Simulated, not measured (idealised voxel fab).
Process module name: voxel local oxidation
Square cells of 5 nm make up the cross-section cut, whose width is 270 nm.
In what follows, cross-sections appear as grids of square cells, described through bands that run from the top down, where every band is one or more rows of cells. Each band's line starts with the height of the band's top and of its bottom, in nm. Then come its materials from left to right, each with its width in nm. One material with "edge to edge" fills the band from edge to edge. "air" is empty space. The reference from which all heights are counted is 0, the level beneath which the as-received wafer is entirely one material; the lowest band, having no lower bound, proceeds downward and is written after the example "top 0, no bottom". A width given as "30..40" starts at the first number in the band's top row and ends at the second number in its bottom row, shifting by an equal amount at every step from row to row. "nothing was modified", as given for a step, is the statement that not any cell of the cross-section underwent a change during that step. You'll see "Closed cavity list" listing empty spaces that have no way open to the top, as long as they're 8 cells or more; the notation is width x height at distance, where the distance is from the left edge, and all of it is in nm. Text after the settings on a step's line: the simulator's own remark on that step. You can add "overlay nm" to a step's line. For a step with a mask, it describes how far the mask lay to the right of its planned position, and a negative number describes a lay to the left.

-- Planned step list for the process
step 1: RECEIVE,material Si
step 2: OXIDIZE,depth nm 5
step 3: CONFORMAL_DEP,material SiN,thk nm 10
step 4: DIRECTIONAL_DEP,material aC,thk nm 15
step 5: PATTERN,tone cover,mask id ACTIVE,material resist,width nm 110,thk nm 30,overlay nm 0
step 6: DIRECTIONAL_ETCH,etch materials aC,depth nm 15
step 7: STRIP,etch materials resist
step 8: DIRECTIONAL_ETCH,etch materials SiN,depth nm 10
step 9: STRIP,etch materials aC
step 10: SELECTIVE_ETCH,etch materials SiO2,depth nm 5
step 11: OXIDIZE,depth nm 10
step 12: STRIP,etch materials SiN
Heads up: all these wafers start the same, and what changes between them is the width nm in step 5. The value you see in the plan is just what the first wafer got.

-- First wafer of several, as received: cross-section after step 1
  top 0, no bottom: Si edge to edge
  Closed cavity list: none

-- Once step 12, the last step, is complete, the module is at its end; this is the cross-section of the first of several wafers
  top 0, bottom -5: 85 of air / 100 of SiO2 / 85 of air
  top -5, bottom -15: 95 of SiO2 / 80 of Si / 95 of SiO2
  top -15, no bottom: Si edge to edge
  Closed cavity list: none

-- Cross-sectional view, end of module, last wafer of several
  top 0, bottom -5: 75 of air / 125 of SiO2 / 70 of air
  top -5, bottom -15: 85 of SiO2 / 105 of Si / 80 of SiO2
  top -15, no bottom: Si edge to edge
  Closed cavity list: none

-- The following table contains a row per wafer, in which are reported, at the conclusion of the module, the cells of each material gained (+) or lost (-) since the wafer's receipt, with its closed voids given thereafter
width nm 110 | -130 Si | +96 SiO2 | Closed cavity list: none
width nm 115 | -128 Si | +95 SiO2 | Closed cavity list: none
width nm 120 | -126 Si | +94 SiO2 | Closed cavity list: none
width nm 125 | -124 Si | +93 SiO2 | Closed cavity list: none
width nm 130 | -122 Si | +92 SiO2 | Closed cavity list: none
width nm 135 | -120 Si | +91 SiO2 | Closed cavity list: none
